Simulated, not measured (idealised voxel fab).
Documented hereafter: the process module known as voxel double patterning.
Section shown: cut. Width: 170 nm. Cell size: 5 nm, square.
The cross-sections in this document take the form of a grid made of square cells. They are written out as bands, in order from top to bottom. Each band consists of one or more rows of cells. Heights first: top, then bottom, in nm. Then materials, left to right, each with a width in nm. "full width" on a single material: fills the band edge to edge. "blank": empty space. Height reference: 0 = level under which incoming wafer is all one material. Lowest band: no bottom, runs on downward, e.g. "top 0, no bottom". Quick explanation for "30..40": the width changes in equal steps down the rows of cells, from the first number in the band's top row to the second number in its bottom row. When a step is marked "nothing changed", none of the cells in the cross-section changed during that step. In "Tabulated closed voids" the enclosed voids are listed, meaning empty spaces of 8 cells or larger without any opening to the top. The form is width x height at distance, distance from the left edge, units nm. after a step's settings: what the simulator itself notes on the step. The line of a step may include "overlay nm". On a step with a mask, this value is how far to the right of its planned place the mask lay. A negative value means the mask lay to the left.
### Process steps foreseen in the plan
1: RECEIVE: material Si
2: CONFORMAL_DEP: material SiN, thk nm 10
3: DIRECTIONAL_DEP: material SiO2, thk nm 15
4: DIRECTIONAL_DEP: material SiCN, thk nm 5
5: PATTERN: tone open, mask id FIRST, material resist, width nm 15, pitch nm 50, thk nm 15, overlay nm 0
6: DIRECTIONAL_ETCH: etch materials SiCN, depth nm 5
7: STRIP: etch materials resist
8: DIRECTIONAL_DEP: material aC, thk nm 10
9: PATTERN: tone open, mask id SECOND, material resist, width nm 15, thk nm 30, overlay nm 0
10: DIRECTIONAL_ETCH: etch materials aC, depth nm 10
11: STRIP: etch materials resist
12: DIRECTIONAL_ETCH: etch materials SiCN, depth nm 5
13: STRIP: etch materials aC
14: DIRECTIONAL_ETCH: etch materials SiO2, depth nm 15
15: STRIP: etch materials SiCN
### The first wafer of two, processed as planned
### Step 1 complete: cross-section of the wafer as received
	top 0, no bottom = Si full width
	Tabulated closed voids: none
### Sectional view: wafer, after step 2
	top 10, bottom 0 = SiN full width
	Below 0 it's all the same as before, nothing changed down there.
### Sectional view: wafer, after step 3
	top 25, bottom 10 = SiO2 full width
	Below 10 it's all the same as before, nothing changed down there.
### Sectional view: wafer, after step 4
	top 30, bottom 25 = SiCN full width
	Below 25 it's all the same as before, nothing changed down there.
### Sectional view: wafer, after step 5
	top 45, bottom 30 = resist (50); blank (15); resist (35); blank (15); resist (55)
	Below 30 it's all the same as before, nothing changed down there.
### Sectional view: wafer, after step 6
	top 45, bottom 30 = resist (50); blank (15); resist (35); blank (15); resist (55)
	top 30, bottom 25 = SiCN (50); blank (15); SiCN (35); blank (15); SiCN (55)
	Below 25 it's all the same as before, nothing changed down there.
### Sectional view: wafer, after step 7
	top 30, bottom 25 = SiCN (50); blank (15); SiCN (35); blank (15); SiCN (55)
	Below 25 it's all the same as before, nothing changed down there.
### Sectional view: wafer, after step 8
	top 40, bottom 35 = aC (50); blank (15); aC (35); blank (15); aC (55)
	top 35, bottom 30 = aC full width
	top 30, bottom 25 = SiCN (50); aC (15); SiCN (35); aC (15); SiCN (55)
	Below 25 it's all the same as before, nothing changed down there.
### Sectional view: wafer, after step 9
	top 70, bottom 40 = resist (75); blank (15); resist (80)
	top 40, bottom 35 = aC (50); resist (15); aC (35); resist (15); aC (55)
	Below 35 it's all the same as before, nothing changed down there.
### Sectional view: wafer, after step 10
	top 60, bottom 40 = resist (75); blank (15); resist (80)
	top 40, bottom 35 = aC (50); resist (15); aC (10); blank (15); aC (10); resist (15); aC (55)
	top 35, bottom 30 = aC (75); blank (15); aC (80)
	Below 30 it's all the same as before, nothing changed down there.
### Sectional view: wafer, after step 11
	top 40, bottom 35 = aC (50); blank (15); aC (10); blank (15); aC (10); blank (15); aC (55)
	Below 35 it's all the same as before, nothing changed down there.
### Sectional view: wafer, after step 12
	top 40, bottom 35 = aC (50); blank (15); aC (10); blank (15); aC (10); blank (15); aC (55)
	top 35, bottom 30 = aC (75); blank (15); aC (80)
	top 30, bottom 25 = SiCN (50); aC (15); SiCN (10); blank (15); SiCN (10); aC (15); SiCN (55)
	Below 25 it's all the same as before, nothing changed down there.
### Sectional view: wafer, after step 13
	top 30, bottom 25 = SiCN (50); blank (15); SiCN (10); blank (15); SiCN (10); blank (15); SiCN (55)
	Below 25 it's all the same as before, nothing changed down there.
### Sectional view: wafer, after step 14
	top 30, bottom 25 = SiCN (50); blank (15); SiCN (10); blank (15); SiCN (10); blank (15); SiCN (55)
	top 25, bottom 10 = SiO2 (50); blank (15); SiO2 (10); blank (15); SiO2 (10); blank (15); SiO2 (55)
	Below 10 it's all the same as before, nothing changed down there.
### Sectional view: wafer, after step 15
	top 25, bottom 10 = SiO2 (50); blank (15); SiO2 (10); blank (15); SiO2 (10); blank (15); SiO2 (55)
	Below 10 it's all the same as before, nothing changed down there.
### Wafer two. Same start, same plan, one slip in execution. Same as wafer one through step 3, inclusive
### Cross-section: second wafer, time at which step 4 was scheduled to end
	top 30, bottom 25 = SiN full width
	Below 25 it's all the same as before, nothing changed down there.
### Cross-section: second wafer, time at which step 5 was scheduled to end
	top 45, bottom 30 = resist (50); blank (15); resist (35); blank (15); resist (55)
	Below 30 it's all the same as before, nothing changed down there.
Cross-section: second wafer, time at which step 6 was scheduled to end: nothing changed
### Cross-section: second wafer, time at which step 7 was scheduled to end
	top 30, bottom 25 = SiN full width
	Below 25 it's all the same as before, nothing changed down there.
### Cross-section: second wafer, time at which step 8 was scheduled to end
	top 40, bottom 30 = aC full width
	Below 30 it's all the same as before, nothing changed down there.
### Cross-section: second wafer, time at which step 9 was scheduled to end
	top 70, bottom 40 = resist (75); blank (15); resist (80)
	Below 40 it's all the same as before, nothing changed down there.
### Cross-section: second wafer, time at which step 10 was scheduled to end
	top 60, bottom 40 = resist (75); blank (15); resist (80)
	top 40, bottom 30 = aC (75); blank (15); aC (80)
	Below 30 it's all the same as before, nothing changed down there.
### Cross-section: second wafer, time at which step 11 was scheduled to end
	top 40, bottom 30 = aC (75); blank (15); aC (80)
	Below 30 it's all the same as before, nothing changed down there.
Cross-section: second wafer, time at which step 12 was scheduled to end: nothing changed
### Cross-section: second wafer, time at which step 13 was scheduled to end
	top 30, bottom 25 = SiN full width
	Below 25 it's all the same as before, nothing changed down there.
Cross-section: second wafer, time at which step 14 was scheduled to end: nothing changed
Cross-section: second wafer, time at which step 15 was scheduled to end: nothing changed
What was the processing mistake? rather than as planned, step 4 actually ran as DIRECTIONAL_DEP: material SiN, thk nm 5
Wafer comparison, final, in cells, second relative to first, materials more or fewer: SiN: 34 more; SiO2: 27 more
